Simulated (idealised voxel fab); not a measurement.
You're looking at the process module voxel capacitor over wiring.
For reference, the cross-section in this document is cut, with width 205 nm and square cells of 5 nm.
In this document a cross-section is written as a grid of square cells. It is given as a series of bands, listed from the top down, and a band is one or more rows of cells. Heads up on the band format: heights come first, top then bottom, in nm. After that it's the materials left to right, each with its width in nm. A single material flagged "everywhere" fills the whole band edge to edge, and "blank" means there's empty space there. Zero point of the height axis is 0; under it, received wafer = one material. Lowest band: continues down indefinitely, "0 nm and below". Per-row width for "30->40": begins at first number (top row of band), ends at second number (bottom row), increment between rows held constant. "identical to before" for a step: no cell of the cross-section changed in that step. "Non-vented voids" lists enclosed empty spaces (at least 8 cells, no open path upward to the top), each as width x height at distance from the left edge, in nm. Note: text after step settings on the step line = simulator remark on that step. overlay nm: mask right of planned place by this much (step with mask). Neg. = left.

[Below is the list of planned process steps]
| 1 | RECEIVE with material Si |
| 2 | CONFORMAL_DEP with material SiO2, thk nm 15 |
| 3 | CONFORMAL_DEP with material SiCN, thk nm 5 |
| 4 | DIRECTIONAL_DEP with material lowk, thk nm 25 |
| 5 | MASKED_ETCH with tone open, mask id METAL_1, width nm 25, pitch nm 90, etch materials lowk, depth nm 25, overlay nm 0 |
| 6 | MASKED_ETCH with tone open, mask id METAL_1, width nm 25, pitch nm 90, etch materials SiCN, depth nm 5, overlay nm 0 |
| 7 | CONFORMAL_DEP with material TiN, thk nm 5 |
| 8 | FILL_DEP with material Cu, thk nm 5 |
| 9 | CMP with height nm 45 |
| 10 | CONFORMAL_DEP with material SiCN, thk nm 5 |
| 11 | DIRECTIONAL_DEP with material lowk, thk nm 10 |
| 12 | DIRECTIONAL_DEP with material aC, thk nm 15 |
| 13 | PATTERN with tone open, mask id PLUG_1, material resist, width nm 15, thk nm 30, overlay nm 0 |
| 14 | DIRECTIONAL_ETCH with etch materials aC, depth nm 15 |
| 15 | STRIP with etch materials resist |
| 16 | DIRECTIONAL_ETCH with etch materials lowk, depth nm 10 |
| 17 | DIRECTIONAL_ETCH with etch materials SiCN, depth nm 5 |
| 18 | STRIP with etch materials aC |
| 19 | EPI with material Ru, thk nm 10 |
| 20 | EPI with material Ru, thk nm 5 |
| 21 | DIRECTIONAL_DEP with material TiN, thk nm 5 |
| 22 | DIRECTIONAL_DEP with material SiN, thk nm 5 |
| 23 | DIRECTIONAL_DEP with material TiN, thk nm 5 |
| 24 | PATTERN with tone cover, mask id UPPER_PLATE, material resist, width nm 70, thk nm 15, overlay nm 0 |
| 25 | DIRECTIONAL_ETCH with etch materials TiN, depth nm 5 |
| 26 | DIRECTIONAL_ETCH with etch materials SiN, depth nm 5 |
| 27 | STRIP with etch materials resist |
| 28 | DIRECTIONAL_DEP with material aC, thk nm 15 |
| 29 | PATTERN with tone cover, mask id LOWER_PLATE, material resist, width nm 80, thk nm 35, overlay nm 0 |
| 30 | DIRECTIONAL_ETCH with etch materials aC, depth nm 15 |
| 31 | STRIP with etch materials resist |
| 32 | DIRECTIONAL_ETCH with etch materials TiN, depth nm 5 |
| 33 | STRIP with etch materials aC |
| 34 | FILL_DEP with material SiO2, thk nm 20 |
| 35 | CMP with height nm 90 |
| 36 | DIRECTIONAL_DEP with material aC, thk nm 15 |
| 37 | PATTERN with tone open, mask id PLUG_2, material resist, width nm 15, thk nm 35, overlay nm 0 |
| 38 | DIRECTIONAL_ETCH with etch materials aC, depth nm 15 |
| 39 | STRIP with etch materials resist |
| 40 | DIRECTIONAL_ETCH with etch materials SiO2, depth nm 15 |
| 41 | STRIP with etch materials aC |
| 42 | CONFORMAL_DEP with material TiN, thk nm 5 |
| 43 | FILL_DEP with material Cu, thk nm 10 |
| 44 | CMP with height nm 90 |
| 45 | CONFORMAL_DEP with material SiCN, thk nm 5 |

[Here's what the wafer looked like in cross-section when it arrived - that's after step 1]
- 0 nm and below = Si everywhere
- Non-vented voids: none

[Module complete, cross-section. Starting point and plan per above. One mistake made in running the module]
- 95 nm to 90 nm = SiCN everywhere
- 90 nm to 85 nm = Cu everywhere
- 85 nm to 80 nm = TiN (70) | Cu (5) | TiN (130)
- 80 nm to 70 nm = SiO2 (65->55) | TiN (15->70) | SiO2 (125->80)
- 70 nm to 65 nm = SiO2 (55) | SiN (70) | SiO2 (80)
- 65 nm to 60 nm = SiO2 (50) | TiN (80) | SiO2 (75)
- 60 nm to 50 nm = lowk (55) | Ru (15) | lowk (135)
- 50 nm to 45 nm = SiCN (55) | Ru (15) | SiCN (135)
- 45 nm to 20 nm = lowk (45) | TiN (5) | Cu (15) | TiN (5) | lowk (65) | TiN (5) | Cu (15) | TiN (5) | lowk (45)
- 20 nm to 15 nm = SiCN (45) | TiN (25) | SiCN (65) | TiN (25) | SiCN (45)
- 15 nm to 0 nm = SiO2 everywhere
- 0 nm and below = Si everywhere
- Non-vented voids: none
Run error: so step 35 ended up running with a different setting than we planned, it ran as CMP with height nm 80
